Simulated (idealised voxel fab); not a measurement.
process module | voxel transistor to metal
cross-section cut | 190 nm wide | cells 5 nm
A cross-section is a grid of square cells, given in bands from the top down. A band is one or more rows of cells.
Each band's line starts with the height of the band's top and of its bottom, in nm. Then come its materials from left to right, each with its width in nm. One material with "throughout" fills the band from edge to edge. "air" is empty space.
Height 0 is the level under which the wafer as received is all one material. The lowest band goes on downwards, as in "0 down".
A width such as "30 to 40" changes by the same amount from each row of cells to the next, from the band's top row to its bottom row.
"no change" after a step means that no cell of the cross-section changed.
closed voids: empty space of 8 cells or more with no open way to the top, each as width x height at its distance from the left edge, in nm
after a step's settings: what the simulator itself notes on the step
overlay nm, on a step with a mask: how far to the right of its planned place the mask lay; to the left if negative
plan
1 op RECEIVE | material Si
2 op CONFORMAL_DEP | material SiO2 | thk nm 5
3 op CONFORMAL_DEP | material SiN | thk nm 15
4 op MASKED_ETCH | tone cover | mask id ACTIVE | width nm 115 | etch materials SiN | depth nm 15 | overlay nm 0
5 op MASKED_ETCH | tone cover | mask id ACTIVE | width nm 115 | etch materials SiO2 | depth nm 5 | overlay nm 0
6 op MASKED_ETCH | tone cover | mask id ACTIVE | width nm 115 | etch materials Si | depth nm 30 | overlay nm 0
7 op OXIDIZE | depth nm 5
8 op FILL_DEP | material SiO2 | thk nm 10
9 op CMP | height nm 20
10 op SELECTIVE_ETCH | etch materials SiO2 | depth nm 15
11 op STRIP | etch materials SiN
12 op SELECTIVE_ETCH | etch materials SiO2 | depth nm 5
13 op OXIDIZE | depth nm 5
14 op DIRECTIONAL_DEP | material polySi | thk nm 25
15 op DIRECTIONAL_DEP | material SiCN | thk nm 10
16 op PATTERN | tone cover | mask id GATE | material resist | width nm 25 | thk nm 20 | overlay nm 0
17 op DIRECTIONAL_ETCH | etch materials SiCN | depth nm 20
18 op DIRECTIONAL_ETCH | etch materials polySi | depth nm 35
19 op STRIP | etch materials resist
20 op CONFORMAL_DEP | material SiO2 | thk nm 5
21 op DIRECTIONAL_ETCH | etch materials SiO2 | depth nm 5
22 op CONFORMAL_DEP | material SiN | thk nm 5
23 op DIRECTIONAL_ETCH | etch materials SiN | depth nm 5
24 op DIRECTIONAL_ETCH | etch materials SiO2 | depth nm 5
25 op EPI | material pSi | thk nm 5
26 op FILL_DEP | material SiO2 | thk nm 10
27 op CMP | height nm 35
28 op DIRECTIONAL_DEP | material SiO2 | thk nm 10
29 op MASKED_ETCH | tone open | mask id CONTACT | width nm 15 | pitch nm 80 | etch materials SiO2 | depth nm 45 | overlay nm 0
30 op CONFORMAL_DEP | material TiN | thk nm 5
31 op FILL_DEP | material Ru | thk nm 5
32 op CMP | height nm 45
33 op DIRECTIONAL_DEP | material TiN | thk nm 5
34 op DIRECTIONAL_DEP | material W | thk nm 25
35 op MASKED_ETCH | tone cover | mask id METAL_1 | width nm 15 | pitch nm 80 | etch materials W | depth nm 25 | overlay nm 0
36 op MASKED_ETCH | tone cover | mask id METAL_1 | width nm 15 | pitch nm 80 | etch materials TiN | depth nm 5 | overlay nm 0
37 op CONFORMAL_DEP | material SiCN | thk nm 5
38 op FILL_DEP | material SiO2 | thk nm 5
39 op CMP | height nm 75
40 op CONFORMAL_DEP | material SiN | thk nm 5
as received, after step 1
  0 down: Si throughout
  closed voids: none
first wafer at the end, as planned
  80 to 75: SiN throughout
  75 to 50: SiO2 40 | SiCN 5 | W 15 | SiCN 5 | SiO2 55 | SiCN 5 | W 15 | SiCN 5 | SiO2 45
  50 to 45: SiCN 45 | TiN 15 | SiCN 65 | TiN 15 | SiCN 50
  45 to 35: SiO2 45 | TiN 5 | Ru 5 | TiN 5 | SiO2 65 | TiN 5 | Ru 5 | TiN 5 | SiO2 50
  35 to 25: SiO2 45 | TiN 5 | Ru 5 | TiN 5 | SiO2 10 | SiN 5 | SiO2 5 | SiCN 25 | SiO2 5 | SiN 5 | SiO2 10 | TiN 5 | Ru 5 | TiN 5 | SiO2 50
  25 to 5: SiO2 45 | TiN 5 | Ru 5 | TiN 5 | SiO2 10 | SiN 5 | SiO2 5 | polySi 25 | SiO2 5 | SiN 5 | SiO2 10 | TiN 5 | Ru 5 | TiN 5 | SiO2 50
  5 to 0: SiO2 45 | TiN 15 | SiO2 10 | SiN 5 | SiO2 5 | polySi 25 | SiO2 5 | SiN 5 | SiO2 10 | TiN 15 | SiO2 50
  0 to -5: SiO2 35 | pSi 35 | SiO2 45 | pSi 35 | SiO2 40
  -5 to -35: SiO2 40 | Si 105 | SiO2 45
  -35 down: Si throughout
  closed voids: none
second wafer at the end: like start, like plan, one mistake
  80 to 75: SiN throughout
  75 to 55: SiO2 35 | SiCN 5 | W 15 | SiCN 5 | SiO2 55 | SiCN 5 | W 15 | SiCN 5 | SiO2 50
  55 to 50: SiO2 35 | SiCN 5 | W 15 | SiCN 10 | SiO2 50 | SiCN 5 | W 15 | SiCN 10 | SiO2 45
  50 to 45: SiCN 40 | TiN 20 | SiCN 60 | TiN 20 | SiCN 50
  45 to 35: SiO2 45 | TiN 5 | Ru 5 | TiN 5 | SiO2 65 | TiN 5 | Ru 5 | TiN 5 | SiO2 50
  35 to 25: SiO2 45 | TiN 5 | Ru 5 | TiN 5 | SiO2 10 | SiN 5 | SiO2 5 | SiCN 25 | SiO2 5 | SiN 5 | SiO2 10 | TiN 5 | Ru 5 | TiN 5 | SiO2 50
  25 to 5: SiO2 45 | TiN 5 | Ru 5 | TiN 5 | SiO2 10 | SiN 5 | SiO2 5 | polySi 25 | SiO2 5 | SiN 5 | SiO2 10 | TiN 5 | Ru 5 | TiN 5 | SiO2 50
  5 to 0: SiO2 45 | TiN 15 | SiO2 10 | SiN 5 | SiO2 5 | polySi 25 | SiO2 5 | SiN 5 | SiO2 10 | TiN 15 | SiO2 50
  0 to -5: SiO2 35 | pSi 35 | SiO2 45 | pSi 35 | SiO2 40
  -5 to -35: SiO2 40 | Si 105 | SiO2 45
  -35 down: Si throughout
  closed voids: none
what went wrong: step 35 ran as: op MASKED_ETCH | tone cover | mask id METAL_1 | width nm 15 | pitch nm 80 | etch materials W | depth nm 25 | overlay nm -5
at the end the second wafer has, in cells: 2 fewer of SiO2 | 2 more of TiN
